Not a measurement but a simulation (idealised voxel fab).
Module name: voxel capacitor over wiring (process module)
This is section cut - it's 265 nm across, gridded in 5 nm square cells.
When this document writes out a cross-section, it uses a grid of square cells and lists it as bands, beginning at the top and moving down, with a band standing for one or more rows of cells.
What a band's entry tells you: where the top is and where the bottom is, as heights in nm, and after that what lies inside, material by material from left to right, each with its width in nm. Empty space is written as the word "air", and a single material marked with the word "everywhere" occupies the band from edge to edge.
Height reference: 0 = level under which incoming wafer is all one material. Lowest band: no bottom, runs on downward, e.g. "0 -> down".
A width such as "30..40" changes by the same amount from each row of cells to the next, from the band's top row to its bottom row.
Where the words "nothing different" appear for a step, the cross-section shows no cell changed by that step; every cell remained as before.
Entry "Closed-off voids". Content: empty spaces with no open connection to the top, size 8 cells or greater. Each: width x height at distance. Distance: from left edge. Unit: nm.
Where a step's line continues beyond its settings, the continuation is a remark by the simulator itself on that step.
Among the settings permitted on a step's line is "overlay nm"; applied to a step with a mask, it specifies the extent to which the mask lay to the right of its planned position, whereas a negative figure signifies a position to the left.

This section lists the process steps that were planned
1: RECEIVE: material Si
2: CONFORMAL_DEP: material SiO2, thk nm 15
3: CONFORMAL_DEP: material SiN, thk nm 5
4: DIRECTIONAL_DEP: material lowk, thk nm 25
5: PATTERN: tone open, mask id METAL_1, material resist, width nm 30, pitch nm 85, thk nm 15, overlay nm 0
6: DIRECTIONAL_ETCH: etch materials lowk, depth nm 25
7: DIRECTIONAL_ETCH: etch materials SiN, depth nm 5
8: STRIP: etch materials resist
9: CONFORMAL_DEP: material TiN, thk nm 5
10: FILL_DEP: material W, thk nm 10
11: CMP: height nm 45
12: EPI: material Ru, thk nm 5
13: FILL_DEP: material SiCN, thk nm 5
14: DIRECTIONAL_DEP: material lowk, thk nm 20
15: MASKED_ETCH: tone open, mask id PLUG_1, width nm 15, etch materials lowk, depth nm 20, overlay nm 0
16: MASKED_ETCH: tone open, mask id PLUG_1, width nm 15, etch materials SiCN, depth nm 5, overlay nm 0
17: CONFORMAL_DEP: material TiN, thk nm 5
18: FILL_DEP: material Cu, thk nm 5
19: CMP: height nm 75
20: DIRECTIONAL_DEP: material TiN, thk nm 10
21: DIRECTIONAL_DEP: material HfO2, thk nm 5
22: DIRECTIONAL_DEP: material TiN, thk nm 5
23: DIRECTIONAL_DEP: material aC, thk nm 15
24: PATTERN: tone cover, mask id UPPER_PLATE, material resist, width nm 60, thk nm 35, overlay nm 0
25: DIRECTIONAL_ETCH: etch materials aC, depth nm 15
26: STRIP: etch materials resist
27: DIRECTIONAL_ETCH: etch materials TiN, depth nm 5
28: DIRECTIONAL_ETCH: etch materials HfO2, depth nm 5
29: STRIP: etch materials aC
30: MASKED_ETCH: tone cover, mask id LOWER_PLATE, width nm 70, etch materials TiN, depth nm 10, overlay nm 0
31: FILL_DEP: material SiO2, thk nm 15
32: CMP: height nm 105
33: PATTERN: tone open, mask id PLUG_2, material resist, width nm 15, thk nm 15, overlay nm -15
34: DIRECTIONAL_ETCH: etch materials SiO2, depth nm 10
35: STRIP: etch materials resist
36: CONFORMAL_DEP: material TiN, thk nm 5
37: FILL_DEP: material Ru, thk nm 5
38: CMP: height nm 105
39: CONFORMAL_DEP: material SiCN, thk nm 5
Every wafer here starts from the same state; it is the step 33 overlay nm that distinguishes them, and the value the plan gives belongs to the first wafer.

The as-received cross-section of the first of several wafers corresponds to the state after step 1
* 0 -> down  Si everywhere
* Closed-off voids: none

each wafer at the end: cells of each material gained (+) or lost (-) since it was received, then its closed voids
overlay nm -15 | +4 Cu | +12 HfO2 | +17 Ru | +140 SiCN | +41 SiN | +419 SiO2 | +88 TiN | +40 W | +405 lowk | Closed-off voids: none
overlay nm -10 | +4 Cu | +12 HfO2 | +17 Ru | +140 SiCN | +41 SiN | +419 SiO2 | +88 TiN | +40 W | +405 lowk | Closed-off voids: none
overlay nm -5 | +4 Cu | +12 HfO2 | +17 Ru | +140 SiCN | +41 SiN | +419 SiO2 | +88 TiN | +40 W | +405 lowk | Closed-off voids: none
overlay nm 0 | +4 Cu | +12 HfO2 | +17 Ru | +140 SiCN | +41 SiN | +419 SiO2 | +88 TiN | +40 W | +405 lowk | Closed-off voids: none
overlay nm 5 | +4 Cu | +12 HfO2 | +17 Ru | +140 SiCN | +41 SiN | +419 SiO2 | +88 TiN | +40 W | +405 lowk | Closed-off voids: none
overlay nm 10 | +4 Cu | +12 HfO2 | +17 Ru | +140 SiCN | +41 SiN | +419 SiO2 | +88 TiN | +40 W | +405 lowk | Closed-off voids: none
overlay nm 15 | +4 Cu | +12 HfO2 | +17 Ru | +140 SiCN | +41 SiN | +419 SiO2 | +88 TiN | +40 W | +405 lowk | Closed-off voids: none
